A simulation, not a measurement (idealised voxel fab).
You're looking at the process module voxel transistor to metal.
Each square cell in cross-section cut measures 5 nm, and the section as a whole is 155 nm wide.
Each cross-section below is a grid of square cells, stated as bands in top-down order, with one or more rows of cells making up each band. For a band, the entry starts with two heights in nm, that of the top and then that of the bottom, and carries on with the band's materials in order from left to right, each alongside its width in nm; the word "all across" beside a single material means it fills the band edge to edge, and "blank" means empty space. A quick word on heights: they are counted from 0, and under that level the wafer as it came to us is one material throughout. The lowest band is different from the rest in having no bottom; it simply continues downward, written as in "0 nm and below". Quick explanation for "30->40": the width changes in equal steps down the rows of cells, from the first number in the band's top row to the second number in its bottom row. Step marked "no change occurred"? Then no cell in the cross-section changed in it. Empty spaces counting at least 8 cells and having no open way to the top are listed in "Voids, sealed". The notation width x height at distance is used for each, the distance being from the left edge and all three values in nm. Formally, on a step line, whatever follows the settings is a remark that the simulator itself makes on the step. overlay nm: right-of-plan distance of the mask on a masked step; negative values mean left-of-plan. Each of the pairs that make up the rest of this document says: here is the cross-section before one process step, here is the cross-section after it, drawn only down to the lowest band that changed, and here, under the pair, is the step lying between them with its settings. Different pairs may come from different runs of this module on the same starting wafer, so a pair continues from the pair above it only where its entry headed "Pre-step condition" says so.

**Pre-step condition**
    110 nm to 100 nm  Cu all across
    100 nm to 95 nm  TiN 30 nm, then Cu 10 nm, then TiN 70 nm, then Cu 10 nm, then TiN 35 nm
    95 nm to 80 nm  SiO2 25 nm, then TiN 5 nm, then Cu 10 nm, then TiN 5 nm, then SiO2 60 nm, then TiN 5 nm, then Cu 10 nm, then TiN 5 nm, then SiO2 30 nm
    80 nm to 75 nm  SiO2 25 nm, then TiN 5 nm, then Cu 5 nm, then TiN 10 nm, then SiO2 60 nm, then TiN 5 nm, then Cu 5 nm, then TiN 10 nm, then SiO2 30 nm
    75 nm to 60 nm  SiO2 25 nm, then TiN 5 nm, then Cu 5 nm, then TiN 5 nm, then SiO2 65 nm, then TiN 5 nm, then Cu 5 nm, then TiN 5 nm, then SiO2 35 nm
    60 nm to 55 nm  SiCN 25 nm, then TiN 15 nm, then SiCN 65 nm, then TiN 15 nm, then SiCN 35 nm
    55 nm to 30 nm  SiO2 20 nm, then SiN 5 nm, then W 20 nm, then SiN 5 nm, then SiO2 50 nm, then SiN 5 nm, then W 20 nm, then SiN 5 nm, then SiO2 25 nm
    30 nm to 25 nm  SiN 25 nm, then TiN 20 nm, then SiN 60 nm, then TiN 20 nm, then SiN 30 nm
    25 nm to 15 nm  SiO2 25 nm, then TiN 5 nm, then W 10 nm, then TiN 5 nm, then SiO2 60 nm, then TiN 5 nm, then W 10 nm, then TiN 5 nm, then SiO2 30 nm
    15 nm to 5 nm  SiO2 25 nm, then TiN 5 nm, then W 10 nm, then TiN 5 nm, then SiO2 5 nm, then SiN 5 nm, then HfO2 5 nm, then TiN 5 nm, then W 20 nm, then TiN 5 nm, then HfO2 5 nm, then SiN 5 nm, then SiO2 5 nm, then TiN 5 nm, then W 10 nm, then TiN 5 nm, then SiO2 30 nm
    5 nm to 0 nm  SiO2 25 nm, then TiN 5 nm, then W 5 nm, then TiN 10 nm, then SiO2 5 nm, then SiN 5 nm, then HfO2 5 nm, then TiN 5 nm, then W 20 nm, then TiN 5 nm, then HfO2 5 nm, then SiN 5 nm, then SiO2 5 nm, then TiN 10 nm, then W 5 nm, then TiN 5 nm, then SiO2 30 nm
    0 nm to -5 nm  SiO2 20 nm, then SiN 5 nm, then TiN 15 nm, then pSi 10 nm, then SiN 5 nm, then HfO2 5 nm, then TiN 30 nm, then HfO2 5 nm, then SiN 5 nm, then pSi 10 nm, then TiN 15 nm, then SiN 5 nm, then SiO2 25 nm
    -5 nm to -10 nm  SiO2 25 nm, then pSi 25 nm, then SiO2 5 nm, then HfO2 40 nm, then SiO2 5 nm, then pSi 25 nm, then SiO2 30 nm
    -10 nm to -15 nm  SiO2 25 nm, then pSi 25 nm, then Si 50 nm, then pSi 25 nm, then SiO2 30 nm
    -15 nm to -50 nm  SiO2 25 nm, then Si 100 nm, then SiO2 30 nm
    -50 nm and below  Si all across
    Voids, sealed: none

**Post-Step Snapshot**
    95 nm to 80 nm  SiO2 25 nm, then TiN 5 nm, then Cu 10 nm, then TiN 5 nm, then SiO2 60 nm, then TiN 5 nm, then Cu 10 nm, then TiN 5 nm, then SiO2 30 nm
    Under 80: no change, same as before.
    Voids, sealed: none
Going from one cross-section above to the next, the wafer undergoes CMP (height nm 95)

Pre-step condition: check the pair just above; its after cross-section is our before state.

**Post-Step Snapshot**
    100 nm to 95 nm  SiCN all across
    Under 95: no change, same as before.
    Voids, sealed: none
Going from one cross-section above to the next, the wafer undergoes CONFORMAL_DEP (material SiCN; thk nm 5)

**Pre-step condition**
    55 nm to 30 nm  SiO2 20 nm, then SiN 5 nm, then W 20 nm, then SiN 5 nm, then SiO2 50 nm, then SiN 5 nm, then W 20 nm, then SiN 5 nm, then SiO2 25 nm
    30 nm to 25 nm  SiN 25 nm, then TiN 20 nm, then SiN 60 nm, then TiN 20 nm, then SiN 30 nm
    25 nm to 15 nm  SiO2 25 nm, then TiN 5 nm, then W 10 nm, then TiN 5 nm, then SiO2 60 nm, then TiN 5 nm, then W 10 nm, then TiN 5 nm, then SiO2 30 nm
    15 nm to 5 nm  SiO2 25 nm, then TiN 5 nm, then W 10 nm, then TiN 5 nm, then SiO2 5 nm, then SiN 5 nm, then HfO2 5 nm, then TiN 5 nm, then W 20 nm, then TiN 5 nm, then HfO2 5 nm, then SiN 5 nm, then SiO2 5 nm, then TiN 5 nm, then W 10 nm, then TiN 5 nm, then SiO2 30 nm
    5 nm to 0 nm  SiO2 25 nm, then TiN 5 nm, then W 5 nm, then TiN 10 nm, then SiO2 5 nm, then SiN 5 nm, then HfO2 5 nm, then TiN 5 nm, then W 20 nm, then TiN 5 nm, then HfO2 5 nm, then SiN 5 nm, then SiO2 5 nm, then TiN 10 nm, then W 5 nm, then TiN 5 nm, then SiO2 30 nm
    0 nm to -5 nm  SiO2 20 nm, then SiN 5 nm, then TiN 15 nm, then pSi 10 nm, then SiN 5 nm, then HfO2 5 nm, then TiN 30 nm, then HfO2 5 nm, then SiN 5 nm, then pSi 10 nm, then TiN 15 nm, then SiN 5 nm, then SiO2 25 nm
    -5 nm to -10 nm  SiO2 25 nm, then pSi 25 nm, then SiO2 5 nm, then HfO2 40 nm, then SiO2 5 nm, then pSi 25 nm, then SiO2 30 nm
    -10 nm to -15 nm  SiO2 25 nm, then pSi 25 nm, then Si 50 nm, then pSi 25 nm, then SiO2 30 nm
    -15 nm to -30 nm  SiO2 25 nm, then Si 100 nm, then SiO2 30 nm
    -30 nm and below  Si all across
    Voids, sealed: none

**Post-Step Snapshot**
    90 nm to 55 nm  SiO2 all across
    Under 55: no change, same as before.
    Voids, sealed: none
Going from one cross-section above to the next, the wafer undergoes DIRECTIONAL_DEP (material SiO2; thk nm 35)

Pre-step condition: check the pair just above; its after cross-section is our before state.

**Post-Step Snapshot**
    95 nm to 90 nm  SiCN all across
    Under 90: no change, same as before.
    Voids, sealed: none
Going from one cross-section above to the next, the wafer undergoes CONFORMAL_DEP (material SiCN; thk nm 5)

Pre-step condition: check the pair just above; its after cross-section is our before state.

**Post-Step Snapshot**
    105 nm to 95 nm  aC all across
    Under 95: no change, same as before.
    Voids, sealed: none
Going from one cross-section above to the next, the wafer undergoes DIRECTIONAL_DEP (material aC; thk nm 10)

Pre-step condition: check the pair just above; its after cross-section is our before state.

**Post-Step Snapshot**
    135 nm to 105 nm  resist 25 nm, then blank 20 nm, then resist 60 nm, then blank 20 nm, then resist 30 nm
    Under 105: no change, same as before.
    Voids, sealed: none
Going from one cross-section above to the next, the wafer undergoes PATTERN (tone open; mask id METAL_2; material resist; width nm 20; pitch nm 80; thk nm 30; overlay nm 0)

Pre-step condition: check the pair just above; its after cross-section is our before state.

**Post-Step Snapshot**
    125 nm to 105 nm  resist 25 nm, then blank 20 nm, then resist 60 nm, then blank 20 nm, then resist 30 nm
    105 nm to 95 nm  aC 25 nm, then blank 20 nm, then aC 60 nm, then blank 20 nm, then aC 30 nm
    Under 95: no change, same as before.
    Voids, sealed: none
Going from one cross-section above to the next, the wafer undergoes DIRECTIONAL_ETCH (etch materials aC; depth nm 10)

Pre-step condition: check the pair just above; its after cross-section is our before state.

**Post-Step Snapshot**
    105 nm to 95 nm  aC 25 nm, then blank 20 nm, then aC 60 nm, then blank 20 nm, then aC 30 nm
    Under 95: no change, same as before.
    Voids, sealed: none
Going from one cross-section above to the next, the wafer undergoes STRIP (etch materials resist)

Pre-step condition: check the pair just above; its after cross-section is our before state.

**Post-Step Snapshot**
    95 nm to 90 nm  SiCN all across
    Under 90: no change, same as before.
    Voids, sealed: none
Going from one cross-section above to the next, the wafer undergoes STRIP (etch materials aC)

Pre-step condition: check the pair just above; its after cross-section is our before state.

**Post-Step Snapshot**
    110 nm to 95 nm  aC all across
    Under 95: no change, same as before.
    Voids, sealed: none
Going from one cross-section above to the next, the wafer undergoes DIRECTIONAL_DEP (material aC; thk nm 15)

Pre-step condition: check the pair just above; its after cross-section is our before state.

**Post-Step Snapshot**
    140 nm to 110 nm  resist 25 nm, then blank 15 nm, then resist 65 nm, then blank 15 nm, then resist 35 nm
    Under 110: no change, same as before.
    Voids, sealed: none
Going from one cross-section above to the next, the wafer undergoes PATTERN (tone open; mask id METAL_2_HOLES; material resist; width nm 15; pitch nm 80; thk nm 30; overlay nm 0)

Pre-step condition: check the pair just above; its after cross-section is our before state.

**Post-Step Snapshot**
    125 nm to 110 nm  resist 25 nm, then blank 15 nm, then resist 65 nm, then blank 15 nm, then resist 35 nm
    110 nm to 95 nm  aC 25 nm, then blank 15 nm, then aC 65 nm, then blank 15 nm, then aC 35 nm
    Under 95: no change, same as before.
    Voids, sealed: none
Going from one cross-section above to the next, the wafer undergoes DIRECTIONAL_ETCH (etch materials aC; depth nm 15)

Pre-step condition: check the pair just above; its after cross-section is our before state.

**Post-Step Snapshot**
    110 nm to 95 nm  aC 25 nm, then blank 15 nm, then aC 65 nm, then blank 15 nm, then aC 35 nm
    Under 95: no change, same as before.
    Voids, sealed: none
Going from one cross-section above to the next, the wafer undergoes STRIP (etch materials resist)

Pre-step condition: check the pair just above; its after cross-section is our before state.

**Post-Step Snapshot**
    110 nm to 95 nm  aC 25 nm, then blank 15 nm, then aC 65 nm, then blank 15 nm, then aC 35 nm
    95 nm to 90 nm  SiCN 25 nm, then blank 15 nm, then SiCN 65 nm, then blank 15 nm, then SiCN 35 nm
    Under 90: no change, same as before.
    Voids, sealed: none
Going from one cross-section above to the next, the wafer undergoes DIRECTIONAL_ETCH (etch materials SiCN; depth nm 5)

Pre-step condition: check the pair just above; its after cross-section is our before state.

**Post-Step Snapshot**
    95 nm to 90 nm  SiCN 25 nm, then blank 15 nm, then SiCN 65 nm, then blank 15 nm, then SiCN 35 nm
    Under 90: no change, same as before.
    Voids, sealed: none
Going from one cross-section above to the next, the wafer undergoes STRIP (etch materials aC)

Pre-step condition: check the pair just above; its after cross-section is our before state.

**Post-Step Snapshot**
    100 nm to 95 nm  TiN 30 nm, then blank 5 nm, then TiN 75 nm, then blank 5 nm, then TiN 40 nm
    95 nm to 90 nm  SiCN 25 nm, then TiN 15 nm, then SiCN 65 nm, then TiN 15 nm, then SiCN 35 nm
    Under 90: no change, same as before.
    Voids, sealed: none
Going from one cross-section above to the next, the wafer undergoes CONFORMAL_DEP (material TiN; thk nm 5)

Pre-step condition: check the pair just above; its after cross-section is our before state.

**Post-Step Snapshot**
    110 nm to 100 nm  Cu all across
    100 nm to 95 nm  TiN 30 nm, then Cu 5 nm, then TiN 75 nm, then Cu 5 nm, then TiN 40 nm
    Under 95: no change, same as before.
    Voids, sealed: none
Going from one cross-section above to the next, the wafer undergoes FILL_DEP (material Cu; thk nm 10)

Pre-step condition: check the pair just above; its after cross-section is our before state.

**Post-Step Snapshot**
    95 nm to 90 nm  SiCN 25 nm, then TiN 15 nm, then SiCN 65 nm, then TiN 15 nm, then SiCN 35 nm
    Under 90: no change, same as before.
    Voids, sealed: none
Going from one cross-section above to the next, the wafer undergoes CMP (height nm 95)

Pre-step condition: check the pair just above; its after cross-section is our before state.

**Post-Step Snapshot**
    100 nm to 95 nm  SiCN all across
    Under 95: no change, same as before.
    Voids, sealed: none
Going from one cross-section above to the next, the wafer undergoes CONFORMAL_DEP (material SiCN; thk nm 5)

**Pre-step condition**
    20 nm to 15 nm  blank 50 nm, then SiN 5 nm, then blank 40 nm, then SiN 5 nm, then blank 55 nm
    15 nm to 0 nm  SiO2 50 nm, then SiN 5 nm, then blank 40 nm, then SiN 5 nm, then SiO2 55 nm
    0 nm to -5 nm  SiO2 20 nm, then SiN 5 nm, then SiO2 15 nm, then pSi 10 nm, then SiN 5 nm, then blank 40 nm, then SiN 5 nm, then pSi 10 nm, then SiO2 15 nm, then SiN 5 nm, then SiO2 25 nm
    -5 nm to -10 nm  SiO2 25 nm, then pSi 25 nm, then SiO2 5 nm, then blank 40 nm, then SiO2 5 nm, then pSi 25 nm, then SiO2 30 nm
    -10 nm to -15 nm  SiO2 25 nm, then pSi 25 nm, then Si 50 nm, then pSi 25 nm, then SiO2 30 nm
    -15 nm to -30 nm  SiO2 25 nm, then Si 100 nm, then SiO2 30 nm
    -30 nm and below  Si all across
    Voids, sealed: none

**Post-Step Snapshot**
    35 nm to 30 nm  blank 35 nm, then HfO2 35 nm, then blank 10 nm, then HfO2 35 nm, then blank 40 nm
    30 nm to 20 nm  HfO2 70 nm, then blank 10 nm, then HfO2 75 nm
    20 nm to 15 nm  HfO2 50 nm, then SiN 5 nm, then HfO2 15 nm, then blank 10 nm, then HfO2 15 nm, then SiN 5 nm, then HfO2 55 nm
    15 nm to 5 nm  SiO2 50 nm, then SiN 5 nm, then HfO2 15 nm, then blank 10 nm, then HfO2 15 nm, then SiN 5 nm, then SiO2 55 nm
    5 nm to 0 nm  SiO2 50 nm, then SiN 5 nm, then HfO2 40 nm, then SiN 5 nm, then SiO2 55 nm
    0 nm to -5 nm  SiO2 20 nm, then SiN 5 nm, then SiO2 15 nm, then pSi 10 nm, then SiN 5 nm, then HfO2 40 nm, then SiN 5 nm, then pSi 10 nm, then SiO2 15 nm, then SiN 5 nm, then SiO2 25 nm
    -5 nm to -10 nm  SiO2 25 nm, then pSi 25 nm, then SiO2 5 nm, then HfO2 40 nm, then SiO2 5 nm, then pSi 25 nm, then SiO2 30 nm
    Under -10: no change, same as before.
    Voids, sealed: none
Going from one cross-section above to the next, the wafer undergoes CONFORMAL_DEP (material HfO2; thk nm 15)

Pre-step condition: check the pair just above; its after cross-section is our before state.

**Post-Step Snapshot**
    40 nm to 35 nm  blank 30 nm, then TiN 90 nm, then blank 35 nm
    35 nm to 30 nm  TiN 35 nm, then HfO2 35 nm, then TiN 10 nm, then HfO2 35 nm, then TiN 40 nm
    30 nm to 20 nm  HfO2 70 nm, then TiN 10 nm, then HfO2 75 nm
    20 nm to 15 nm  HfO2 50 nm, then SiN 5 nm, then HfO2 15 nm, then TiN 10 nm, then HfO2 15 nm, then SiN 5 nm, then HfO2 55 nm
    15 nm to 5 nm  SiO2 50 nm, then SiN 5 nm, then HfO2 15 nm, then TiN 10 nm, then HfO2 15 nm, then SiN 5 nm, then SiO2 55 nm
    Under 5: no change, same as before.
    Voids, sealed: none
Going from one cross-section above to the next, the wafer undergoes CONFORMAL_DEP (material TiN; thk nm 5)

Pre-step condition: check the pair just above; its after cross-section is our before state.

**Post-Step Snapshot**
    45 nm to 40 nm  W all across
    40 nm to 35 nm  W 30 nm, then TiN 90 nm, then W 35 nm
    Under 35: no change, same as before.
    Voids, sealed: none
Going from one cross-section above to the next, the wafer undergoes FILL_DEP (material W; thk nm 5)

Pre-step condition: check the pair just above; its after cross-section is our before state.

**Post-Step Snapshot**
    15 nm to 5 nm  SiO2 50 nm, then SiN 5 nm, then HfO2 15 nm, then TiN 10 nm, then HfO2 15 nm, then SiN 5 nm, then SiO2 55 nm
    Under 5: no change, same as before.
    Voids, sealed: none
Going from one cross-section above to the next, the wafer undergoes CMP (height nm 15)

Pre-step condition: check the pair just above; its after cross-section is our before state.

**Post-Step Snapshot**
    25 nm to 15 nm  SiO2 all across
    Under 15: no change, same as before.
    Voids, sealed: none
Going from one cross-section above to the next, the wafer undergoes DIRECTIONAL_DEP (material SiO2; thk nm 10)

Pre-step condition: check the pair just above; its after cross-section is our before state.

**Post-Step Snapshot**
    45 nm to 25 nm  resist 25 nm, then blank 20 nm, then resist 60 nm, then blank 20 nm, then resist 30 nm
    Under 25: no change, same as before.
    Voids, sealed: none
Going from one cross-section above to the next, the wafer undergoes PATTERN (tone open; mask id CONTACT; material resist; width nm 20; pitch nm 80; thk nm 20; overlay nm 0)

Pre-step condition: check the pair just above; its after cross-section is our before state.

**Post-Step Snapshot**
    45 nm to 25 nm  resist 25 nm, then blank 20 nm, then resist 60 nm, then blank 20 nm, then resist 30 nm
    25 nm to 15 nm  SiO2 25 nm, then blank 20 nm, then SiO2 60 nm, then blank 20 nm, then SiO2 30 nm
    15 nm to 5 nm  SiO2 25 nm, then blank 20 nm, then SiO2 5 nm, then SiN 5 nm, then HfO2 15 nm, then TiN 10 nm, then HfO2 15 nm, then SiN 5 nm, then SiO2 5 nm, then blank 20 nm, then SiO2 30 nm
    5 nm to 0 nm  SiO2 25 nm, then blank 20 nm, then SiO2 5 nm, then SiN 5 nm, then HfO2 40 nm, then SiN 5 nm, then SiO2 5 nm, then blank 20 nm, then SiO2 30 nm
    0 nm to -5 nm  SiO2 20 nm, then SiN 5 nm, then blank 15 nm, then pSi 10 nm, then SiN 5 nm, then HfO2 40 nm, then SiN 5 nm, then pSi 10 nm, then blank 15 nm, then SiN 5 nm, then SiO2 25 nm
    Under -5: no change, same as before.
    Voids, sealed: none
Going from one cross-section above to the next, the wafer undergoes DIRECTIONAL_ETCH (etch materials SiO2; depth nm 30)

Pre-step condition: check the pair just above; its after cross-section is our before state.

**Post-Step Snapshot**
    25 nm to 15 nm  SiO2 25 nm, then blank 20 nm, then SiO2 60 nm, then blank 20 nm, then SiO2 30 nm
    Under 15: no change, same as before.
    Voids, sealed: none
Going from one cross-section above to the next, the wafer undergoes STRIP (etch materials resist)

Pre-step condition: check the pair just above; its after cross-section is our before state.

**Post-Step Snapshot**
    30 nm to 25 nm  TiN 30 nm, then blank 10 nm, then TiN 70 nm, then blank 10 nm, then TiN 35 nm
    25 nm to 15 nm  SiO2 25 nm, then TiN 5 nm, then blank 10 nm, then TiN 5 nm, then SiO2 60 nm, then TiN 5 nm, then blank 10 nm, then TiN 5 nm, then SiO2 30 nm
    15 nm to 5 nm  SiO2 25 nm, then TiN 5 nm, then blank 10 nm, then TiN 5 nm, then SiO2 5 nm, then SiN 5 nm, then HfO2 15 nm, then TiN 10 nm, then HfO2 15 nm, then SiN 5 nm, then SiO2 5 nm, then TiN 5 nm, then blank 10 nm, then TiN 5 nm, then SiO2 30 nm
    5 nm to 0 nm  SiO2 25 nm, then TiN 5 nm, then blank 5 nm, then TiN 10 nm, then SiO2 5 nm, then SiN 5 nm, then HfO2 40 nm, then SiN 5 nm, then SiO2 5 nm, then TiN 10 nm, then blank 5 nm, then TiN 5 nm, then SiO2 30 nm
    0 nm to -5 nm  SiO2 20 nm, then SiN 5 nm, then TiN 15 nm, then pSi 10 nm, then SiN 5 nm, then HfO2 40 nm, then SiN 5 nm, then pSi 10 nm, then TiN 15 nm, then SiN 5 nm, then SiO2 25 nm
    Under -5: no change, same as before.
    Voids, sealed: none
Going from one cross-section above to the next, the wafer undergoes CONFORMAL_DEP (material TiN; thk nm 5)

Pre-step condition: check the pair just above; its after cross-section is our before state.

**Post-Step Snapshot**
    40 nm to 30 nm  W all across
    30 nm to 25 nm  TiN 30 nm, then W 10 nm, then TiN 70 nm, then W 10 nm, then TiN 35 nm
    25 nm to 15 nm  SiO2 25 nm, then TiN 5 nm, then W 10 nm, then TiN 5 nm, then SiO2 60 nm, then TiN 5 nm, then W 10 nm, then TiN 5 nm, then SiO2 30 nm
    15 nm to 5 nm  SiO2 25 nm, then TiN 5 nm, then W 10 nm, then TiN 5 nm, then SiO2 5 nm, then SiN 5 nm, then HfO2 15 nm, then TiN 10 nm, then HfO2 15 nm, then SiN 5 nm, then SiO2 5 nm, then TiN 5 nm, then W 10 nm, then TiN 5 nm, then SiO2 30 nm
    5 nm to 0 nm  SiO2 25 nm, then TiN 5 nm, then W 5 nm, then TiN 10 nm, then SiO2 5 nm, then SiN 5 nm, then HfO2 40 nm, then SiN 5 nm, then SiO2 5 nm, then TiN 10 nm, then W 5 nm, then TiN 5 nm, then SiO2 30 nm
    Under 0: no change, same as before.
    Voids, sealed: none
Going from one cross-section above to the next, the wafer undergoes FILL_DEP (material W; thk nm 10)

Pre-step condition: check the pair just above; its after cross-section is our before state.

**Post-Step Snapshot**
    25 nm to 15 nm  SiO2 25 nm, then TiN 5 nm, then W 10 nm, then TiN 5 nm, then SiO2 60 nm, then TiN 5 nm, then W 10 nm, then TiN 5 nm, then SiO2 30 nm
    Under 15: no change, same as before.
    Voids, sealed: none
Going from one cross-section above to the next, the wafer undergoes CMP (height nm 25)

Pre-step condition: check the pair just above; its after cross-section is our before state.

**Post-Step Snapshot**
    30 nm to 25 nm  TiN all across
    Under 25: no change, same as before.
    Voids, sealed: none
Going from one cross-section above to the next, the wafer undergoes DIRECTIONAL_DEP (material TiN; thk nm 5)

Pre-step condition: check the pair just above; its after cross-section is our before state.

**Post-Step Snapshot**
    55 nm to 30 nm  W all across
    Under 30: no change, same as before.
    Voids, sealed: none
Going from one cross-section above to the next, the wafer undergoes DIRECTIONAL_DEP (material W; thk nm 25)

Pre-step condition: check the pair just above; its after cross-section is our before state.

**Post-Step Snapshot**
    75 nm to 55 nm  blank 25 nm, then resist 20 nm, then blank 60 nm, then resist 20 nm, then blank 30 nm
    Under 55: no change, same as before.
    Voids, sealed: none
Going from one cross-section above to the next, the wafer undergoes PATTERN (tone cover; mask id METAL_1; material resist; width nm 20; pitch nm 80; thk nm 20; overlay nm 0)

Pre-step condition: check the pair just above; its after cross-section is our before state.

**Post-Step Snapshot**
    75 nm to 55 nm  blank 25 nm, then resist 20 nm, then blank 60 nm, then resist 20 nm, then blank 30 nm
    55 nm to 30 nm  blank 25 nm, then W 20 nm, then blank 60 nm, then W 20 nm, then blank 30 nm
    Under 30: no change, same as before.
    Voids, sealed: none
Going from one cross-section above to the next, the wafer undergoes DIRECTIONAL_ETCH (etch materials W; depth nm 25)

Pre-step condition: check the pair just above; its after cross-section is our before state.

**Post-Step Snapshot**
    75 nm to 55 nm  blank 25 nm, then resist 20 nm, then blank 60 nm, then resist 20 nm, then blank 30 nm
    55 nm to 30 nm  blank 25 nm, then W 20 nm, then blank 60 nm, then W 20 nm, then blank 30 nm
    30 nm to 25 nm  blank 25 nm, then TiN 20 nm, then blank 60 nm, then TiN 20 nm, then blank 30 nm
    Under 25: no change, same as before.
    Voids, sealed: none
Going from one cross-section above to the next, the wafer undergoes DIRECTIONAL_ETCH (etch materials TiN; depth nm 5)

Pre-step condition: check the pair just above; its after cross-section is our before state.

**Post-Step Snapshot**
    55 nm to 30 nm  blank 25 nm, then W 20 nm, then blank 60 nm, then W 20 nm, then blank 30 nm
    Under 30: no change, same as before.
    Voids, sealed: none
Going from one cross-section above to the next, the wafer undergoes STRIP (etch materials resist)

Pre-step condition: check the pair just above; its after cross-section is our before state.

**Post-Step Snapshot**
    60 nm to 55 nm  blank 20 nm, then SiN 30 nm, then blank 50 nm, then SiN 30 nm, then blank 25 nm
    55 nm to 30 nm  blank 20 nm, then SiN 5 nm, then W 20 nm, then SiN 5 nm, then blank 50 nm, then SiN 5 nm, then W 20 nm, then SiN 5 nm, then blank 25 nm
    30 nm to 25 nm  SiN 25 nm, then TiN 20 nm, then SiN 60 nm, then TiN 20 nm, then SiN 30 nm
    Under 25: no change, same as before.
    Voids, sealed: none
Going from one cross-section above to the next, the wafer undergoes CONFORMAL_DEP (material SiN; thk nm 5)

Pre-step condition: check the pair just above; its after cross-section is our before state.

**Post-Step Snapshot**
    65 nm to 60 nm  SiO2 all across
    60 nm to 55 nm  SiO2 20 nm, then SiN 30 nm, then SiO2 50 nm, then SiN 30 nm, then SiO2 25 nm
    55 nm to 30 nm  SiO2 20 nm, then SiN 5 nm, then W 20 nm, then SiN 5 nm, then SiO2 50 nm, then SiN 5 nm, then W 20 nm, then SiN 5 nm, then SiO2 25 nm
    Under 30: no change, same as before.
    Voids, sealed: none
Going from one cross-section above to the next, the wafer undergoes FILL_DEP (material SiO2; thk nm 5)

Pre-step condition: check the pair just above; its after cross-section is our before state.

**Post-Step Snapshot**
    55 nm to 30 nm  SiO2 20 nm, then SiN 5 nm, then W 20 nm, then SiN 5 nm, then SiO2 50 nm, then SiN 5 nm, then W 20 nm, then SiN 5 nm, then SiO2 25 nm
    Under 30: no change, same as before.
    Voids, sealed: none
Going from one cross-section above to the next, the wafer undergoes CMP (height nm 55)

Pre-step condition: check the pair just above; its after cross-section is our before state.

**Post-Step Snapshot**
    60 nm to 55 nm  SiCN all across
    Under 55: no change, same as before.
    Voids, sealed: none
Going from one cross-section above to the next, the wafer undergoes CONFORMAL_DEP (material SiCN; thk nm 5)

Pre-step condition: check the pair just above; its after cross-section is our before state.

**Post-Step Snapshot**
    95 nm to 60 nm  SiO2 all across
    Under 60: no change, same as before.
    Voids, sealed: none
Going from one cross-section above to the next, the wafer undergoes DIRECTIONAL_DEP (material SiO2; thk nm 35)

Pre-step condition: check the pair just above; its after cross-section is our before state.

**Post-Step Snapshot**
    105 nm to 95 nm  aC all across
    Under 95: no change, same as before.
    Voids, sealed: none
Going from one cross-section above to the next, the wafer undergoes DIRECTIONAL_DEP (material aC; thk nm 10)

Pre-step condition: check the pair just above; its after cross-section is our before state.

**Post-Step Snapshot**
    135 nm to 105 nm  resist 25 nm, then blank 20 nm, then resist 60 nm, then blank 20 nm, then resist 30 nm
    Under 105: no change, same as before.
    Voids, sealed: none
Going from one cross-section above to the next, the wafer undergoes PATTERN (tone open; mask id METAL_2; material resist; width nm 20; pitch nm 80; thk nm 30; overlay nm 0)

Pre-step condition: check the pair just above; its after cross-section is our before state.

**Post-Step Snapshot**
    125 nm to 105 nm  resist 25 nm, then blank 20 nm, then resist 60 nm, then blank 20 nm, then resist 30 nm
    105 nm to 95 nm  aC 25 nm, then blank 20 nm, then aC 60 nm, then blank 20 nm, then aC 30 nm
    Under 95: no change, same as before.
    Voids, sealed: none
Going from one cross-section above to the next, the wafer undergoes DIRECTIONAL_ETCH (etch materials aC; depth nm 10)

Pre-step condition: check the pair just above; its after cross-section is our before state.

**Post-Step Snapshot**
    105 nm to 95 nm  aC 25 nm, then blank 20 nm, then aC 60 nm, then blank 20 nm, then aC 30 nm
    Under 95: no change, same as before.
    Voids, sealed: none
Going from one cross-section above to the next, the wafer undergoes STRIP (etch materials resist)

Pre-step condition: check the pair just above; its after cross-section is our before state.

**Post-Step Snapshot**
    105 nm to 95 nm  aC 25 nm, then blank 20 nm, then aC 60 nm, then blank 20 nm, then aC 30 nm
    95 nm to 75 nm  SiO2 25 nm, then blank 20 nm, then SiO2 60 nm, then blank 20 nm, then SiO2 30 nm
    Under 75: no change, same as before.
    Voids, sealed: none
Going from one cross-section above to the next, the wafer undergoes DIRECTIONAL_ETCH (etch materials SiO2; depth nm 20)

Pre-step condition: check the pair just above; its after cross-section is our before state.

**Post-Step Snapshot**
    95 nm to 75 nm  SiO2 25 nm, then blank 20 nm, then SiO2 60 nm, then blank 20 nm, then SiO2 30 nm
    Under 75: no change, same as before.
    Voids, sealed: none
Going from one cross-section above to the next, the wafer undergoes STRIP (etch materials aC)

Pre-step condition: check the pair just above; its after cross-section is our before state.

**Post-Step Snapshot**
    110 nm to 95 nm  aC 25 nm, then blank 20 nm, then aC 60 nm, then blank 20 nm, then aC 30 nm
    95 nm to 90 nm  SiO2 25 nm, then blank 20 nm, then SiO2 60 nm, then blank 20 nm, then SiO2 30 nm
    90 nm to 75 nm  SiO2 25 nm, then aC 20 nm, then SiO2 60 nm, then aC 20 nm, then SiO2 30 nm
    Under 75: no change, same as before.
    Voids, sealed: none
Going from one cross-section above to the next, the wafer undergoes DIRECTIONAL_DEP (material aC; thk nm 15)

Pre-step condition: check the pair just above; its after cross-section is our before state.

**Post-Step Snapshot**
    140 nm to 110 nm  resist 25 nm, then blank 15 nm, then resist 65 nm, then blank 15 nm, then resist 35 nm
    110 nm to 95 nm  aC 25 nm, then blank 15 nm, then resist 5 nm, then aC 60 nm, then blank 15 nm, then resist 5 nm, then aC 30 nm
    95 nm to 90 nm  SiO2 25 nm, then blank 15 nm, then resist 5 nm, then SiO2 60 nm, then blank 15 nm, then resist 5 nm, then SiO2 30 nm
    Under 90: no change, same as before.
    Voids, sealed: none
Going from one cross-section above to the next, the wafer undergoes PATTERN (tone open; mask id METAL_2_HOLES; material resist; width nm 15; pitch nm 80; thk nm 30; overlay nm 0)

Pre-step condition: check the pair just above; its after cross-section is our before state.

**Post-Step Snapshot**
    125 nm to 110 nm  resist 25 nm, then blank 15 nm, then resist 65 nm, then blank 15 nm, then resist 35 nm
    110 nm to 95 nm  aC 25 nm, then blank 15 nm, then resist 5 nm, then aC 60 nm, then blank 15 nm, then resist 5 nm, then aC 30 nm
    95 nm to 90 nm  SiO2 25 nm, then blank 15 nm, then resist 5 nm, then SiO2 60 nm, then blank 15 nm, then resist 5 nm, then SiO2 30 nm
    90 nm to 75 nm  SiO2 25 nm, then blank 15 nm, then aC 5 nm, then SiO2 60 nm, then blank 15 nm, then aC 5 nm, then SiO2 30 nm
    Under 75: no change, same as before.
    Voids, sealed: none
Going from one cross-section above to the next, the wafer undergoes DIRECTIONAL_ETCH (etch materials aC; depth nm 15)

Pre-step condition: check the pair just above; its after cross-section is our before state.

**Post-Step Snapshot**
    110 nm to 95 nm  aC 25 nm, then blank 20 nm, then aC 60 nm, then blank 20 nm, then aC 30 nm
    95 nm to 90 nm  SiO2 25 nm, then blank 20 nm, then SiO2 60 nm, then blank 20 nm, then SiO2 30 nm
    Under 90: no change, same as before.
    Voids, sealed: none
Going from one cross-section above to the next, the wafer undergoes STRIP (etch materials resist)
